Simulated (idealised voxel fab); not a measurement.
process module | voxel fin reveal
For reference, the cross-section in this document is cut, with width 165 nm and square cells of 5 nm.
In this document a cross-section is written as a grid of square cells. It is given as a series of bands, listed from the top down, and a band is one or more rows of cells.
The entry gives the band's vertical extent as a top height and a bottom height in nm, then its horizontal make-up as materials from left to right, each with a width in nm. "blank" stands for empty space; a single material marked "all across" fills the band edge to edge.
The level at which height equals 0 is the one under which the wafer, as it arrives, is entirely one material. No lower edge exists for the bottom band, which continues downward and is notated as in "0 nm and below".
A width such as "30->40" changes by the same amount from each row of cells to the next, from the band's top row to its bottom row.
No cell of the cross-section changed in a step that is given as "no change".
Voids not open to the top, 8 cells minimum: see "Entrapped void list". Written width x height at distance; distance is from the left edge; nm.
Past the settings on a step's line: simulator remark, on that step.
overlay nm: for a step with a mask, the amount by which the mask lay right of where it was planned; a negative amount means left of it.
### These are the steps we planned for the process
1 RECEIVE, material Si
2 CONFORMAL_DEP, material SiN, thk nm 5
3 MASKED_ETCH, tone cover, mask id FINS, width nm 15, pitch nm 40, etch materials SiN, depth nm 5, overlay nm 0
4 MASKED_ETCH, tone cover, mask id FINS, width nm 15, pitch nm 40, etch materials Si, depth nm 40, overlay nm 0
5 OXIDIZE, depth nm 5
6 FILL_DEP, material SiO2, thk nm 10
7 CMP, height nm 5
8 SELECTIVE_ETCH, etch materials SiO2, depth nm 25
9 STRIP, etch materials SiN
10 CONFORMAL_DEP, material SiO2, thk nm 5
Heads up: all these wafers start the same, and what changes between them is the width nm in step 3. The value you see in the plan is just what the first wafer got.
### Cross-section of the first incoming wafer of several, state after step 1
0 nm and below: Si all across
Entrapped void list: none
### Every row in this table is a wafer at the end of the module, and it gives, for each of the materials, the cells that wafer has gained (+) or lost (-) since it was received, then its closed voids
width nm 15 | -279 Si | +204 SiO2 | Entrapped void list: none
width nm 20 | -261 Si | +194 SiO2 | Entrapped void list: none
width nm 25 | -243 Si | +184 SiO2 | Entrapped void list: none
